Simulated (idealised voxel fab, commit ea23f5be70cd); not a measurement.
Module name: voxel ribs on slabs (process module)
FYI the section here is cut, 285 nm wide, cells are 5 nm squares.
The cross-sections in this document take the form of a grid made of square cells. They are written out as bands, in order from top to bottom. Each band consists of one or more rows of cells.
Heights first: top, then bottom, in nm. Then materials, left to right, each with a width in nm. "all across" on a single material: fills the band edge to edge. "air": empty space.
Height is counted from the level 0, under which the received wafer is composed throughout of one material. The lowest of the bands is not closed at the bottom but continues downward, in the notation "0 and below".
So if you see something like "30 to 40" for the width, read it as the top row of the band sitting at the first number and the bottom row at the second, with every row in between moving by the same amount as the last.
Step note "no alteration" = no cross-section cell changed.
Entry "Tabulated closed voids" = empty spaces >= 8 cells with no open way to the top; each as width x height at distance, distance from left edge, all nm.
Formally, on a step line, whatever follows the settings is a remark that the simulator itself makes on the step.
Each step line may optionally specify "overlay nm", which for a step with a mask gives the rightward distance between the mask's planned place and where it lay, a negative value indicating the leftward direction.
List of planned process steps
- 1: RECEIVE | material Si
- 2: DIRECTIONAL_DEP | material SiO2 | thk nm 20
- 3: DIRECTIONAL_DEP | material polySi | thk nm 15
- 4: MASKED_ETCH | tone cover | mask id RIB | width nm 20 | etch materials polySi | depth nm 5 | overlay nm 0
- 5: DIRECTIONAL_DEP | material aC | thk nm 10
- 6: PATTERN | tone cover | mask id SLAB | material resist | width nm 50 | thk nm 25 | overlay nm 0
- 7: DIRECTIONAL_ETCH | etch materials aC | depth nm 10
- 8: STRIP | etch materials resist
- 9: DIRECTIONAL_ETCH | etch materials polySi | depth nm 10
- 10: STRIP | etch materials aC
- 11: FILL_DEP | material SiO2 | thk nm 20
- 12: CMP | height nm 45
- 13: DIRECTIONAL_DEP | material TiN | thk nm 5
- 14: PATTERN | tone cover | mask id HEATER | material resist | width nm 30 | thk nm 20 | overlay nm 0
- 15: DIRECTIONAL_ETCH | etch materials TiN | depth nm 5
- 16: STRIP | etch materials resist
- 17: CONFORMAL_DEP | material SiO2 | thk nm 10
Wafer cross-section on receipt, i.e. after step 1
> 0 and below  Si all across
> Tabulated closed voids: none
First wafer at the end, as planned
> 60 down to 55  115 nm air | 50 nm SiO2 | 120 nm air
> 55 down to 50  SiO2 all across
> 50 down to 45  125 nm SiO2 | 30 nm TiN | 130 nm SiO2
> 45 down to 35  SiO2 all across
> 35 down to 30  130 nm SiO2 | 20 nm polySi | 135 nm SiO2
> 30 down to 20  115 nm SiO2 | 50 nm polySi | 120 nm SiO2
> 20 down to 0  SiO2 all across
> 0 and below  Si all across
> Tabulated closed voids: none
So this is wafer number two of the two, cut at the end of the module - it started where the first did and had the same plan, we just got one thing wrong running it
> 60 down to 55  110 nm air | 50 nm SiO2 | 125 nm air
> 55 down to 50  SiO2 all across
> 50 down to 45  120 nm SiO2 | 30 nm TiN | 135 nm SiO2
> 45 down to 35  SiO2 all across
> 35 down to 30  130 nm SiO2 | 20 nm polySi | 135 nm SiO2
> 30 down to 20  115 nm SiO2 | 50 nm polySi | 120 nm SiO2
> 20 down to 0  SiO2 all across
> 0 and below  Si all across
> Tabulated closed voids: none
Here's what went sideways: step 14 ran with different settings than intended, the actual operation and settings being PATTERN | tone cover | mask id HEATER | material resist | width nm 30 | thk nm 20 | overlay nm -5
Final wafers compared: equal cell tally per material, rearranged layout.
